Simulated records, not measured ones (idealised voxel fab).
process module | voxel ribs on slabs
cross-section cut | 195 nm wide | cells 5 nm
A cross-section is a grid of square cells, given in bands from the top down. A band is one or more rows of cells.
Each band's line starts with the height of the band's top and of its bottom, in nm. Then come its materials from left to right, each with its width in nm. One material with "throughout" fills the band from edge to edge. "air" is empty space.
Height 0 is the level under which the wafer as received is all one material. The lowest band goes on downwards, as in "0 down".
A width such as "30 to 40" changes by the same amount from each row of cells to the next, from the band's top row to its bottom row.
"no change" after a step means that no cell of the cross-section changed.
closed voids: empty space of 8 cells or more with no open way to the top, each as width x height at its distance from the left edge, in nm
after a step's settings: what the simulator itself notes on the step
overlay nm, on a step with a mask: how far to the right of its planned place the mask lay; to the left if negative
plan
1 op RECEIVE | material Si
2 op DIRECTIONAL_DEP | material SiO2 | thk nm 25
3 op DIRECTIONAL_DEP | material SiN | thk nm 20
4 op PATTERN | tone cover | mask id RIB | material resist | width nm 25 | thk nm 15 | overlay nm 0
5 op DIRECTIONAL_ETCH | etch materials SiN | depth nm 5
6 op STRIP | etch materials resist
7 op MASKED_ETCH | tone cover | mask id SLAB | width nm 85 | etch materials SiN | depth nm 15 | overlay nm 0
8 op FILL_DEP | material SiO2 | thk nm 20
9 op CMP | height nm 60
10 op DIRECTIONAL_DEP | material W | thk nm 10
11 op DIRECTIONAL_DEP | material aC | thk nm 10
12 op PATTERN | tone cover | mask id HEATER | material resist | width nm 35 | thk nm 30 | overlay nm 0
13 op DIRECTIONAL_ETCH | etch materials aC | depth nm 10
14 op STRIP | etch materials resist
15 op DIRECTIONAL_ETCH | etch materials W | depth nm 10
16 op STRIP | etch materials aC
17 op CONFORMAL_DEP | material SiO2 | thk nm 10
first wafer, as planned
as received, after step 1
  0 down: Si throughout
  closed voids: none
after step 2
  25 to 0: SiO2 throughout
  below 0: unchanged
after step 3
  45 to 25: SiN throughout
  below 25: unchanged
after step 4
  60 to 45: air 85 | resist 25 | air 85
  below 45: unchanged
after step 5
  60 to 45: air 85 | resist 25 | air 85
  45 to 40: air 85 | SiN 25 | air 85
  below 40: unchanged
after step 6
  45 to 40: air 85 | SiN 25 | air 85
  below 40: unchanged
after step 7
  45 to 40: air 85 | SiN 25 | air 85
  40 to 25: air 55 | SiN 85 | air 55
  below 25: unchanged
after step 8
  65 to 45: SiO2 throughout
  45 to 40: SiO2 85 | SiN 25 | SiO2 85
  40 to 25: SiO2 55 | SiN 85 | SiO2 55
  below 25: unchanged
after step 9
  60 to 45: SiO2 throughout
  below 45: unchanged
after step 10
  70 to 60: W throughout
  below 60: unchanged
after step 11
  80 to 70: aC throughout
  below 70: unchanged
after step 12
  110 to 80: air 80 | resist 35 | air 80
  below 80: unchanged
after step 13
  100 to 80: air 80 | resist 35 | air 80
  80 to 70: air 80 | aC 35 | air 80
  below 70: unchanged
after step 14
  80 to 70: air 80 | aC 35 | air 80
  below 70: unchanged
after step 15
  80 to 70: air 80 | aC 35 | air 80
  70 to 60: air 80 | W 35 | air 80
  below 60: unchanged
after step 16
  70 to 60: air 80 | W 35 | air 80
  below 60: unchanged
after step 17
  80 to 70: air 70 | SiO2 55 | air 70
  70 to 60: SiO2 80 | W 35 | SiO2 80
  below 60: unchanged
second wafer: like start, like plan, one mistake. Through step 3 it matches the first wafer
when step 4 should have ended
  60 to 45: resist 85 | air 25 | resist 85
  below 45: unchanged
when step 5 should have ended
  60 to 45: resist 85 | air 25 | resist 85
  45 to 40: SiN 85 | air 25 | SiN 85
  below 40: unchanged
when step 6 should have ended
  45 to 40: SiN 85 | air 25 | SiN 85
  below 40: unchanged
when step 7 should have ended
  45 to 40: air 55 | SiN 30 | air 25 | SiN 30 | air 55
  40 to 30: air 55 | SiN 85 | air 55
  below 30: unchanged
when step 8 should have ended
  65 to 45: SiO2 throughout
  45 to 40: SiO2 55 | SiN 30 | SiO2 25 | SiN 30 | SiO2 55
  40 to 30: SiO2 55 | SiN 85 | SiO2 55
  below 30: unchanged
when step 9 should have ended
  60 to 45: SiO2 throughout
  below 45: unchanged
when step 10 should have ended
  70 to 60: W throughout
  below 60: unchanged
when step 11 should have ended
  80 to 70: aC throughout
  below 70: unchanged
when step 12 should have ended
  110 to 80: air 80 | resist 35 | air 80
  below 80: unchanged
when step 13 should have ended
  100 to 80: air 80 | resist 35 | air 80
  80 to 70: air 80 | aC 35 | air 80
  below 70: unchanged
when step 14 should have ended
  80 to 70: air 80 | aC 35 | air 80
  below 70: unchanged
when step 15 should have ended
  80 to 70: air 80 | aC 35 | air 80
  70 to 60: air 80 | W 35 | air 80
  below 60: unchanged
when step 16 should have ended
  70 to 60: air 80 | W 35 | air 80
  below 60: unchanged
when step 17 should have ended
  80 to 70: air 70 | SiO2 55 | air 70
  70 to 60: SiO2 80 | W 35 | SiO2 80
  below 60: unchanged
what went wrong: step 4 ran as: op PATTERN | tone open | mask id RIB | material resist | width nm 25 | thk nm 15 | overlay nm 0
at the end the second wafer has, in cells: 29 more of SiN | 29 fewer of SiO2
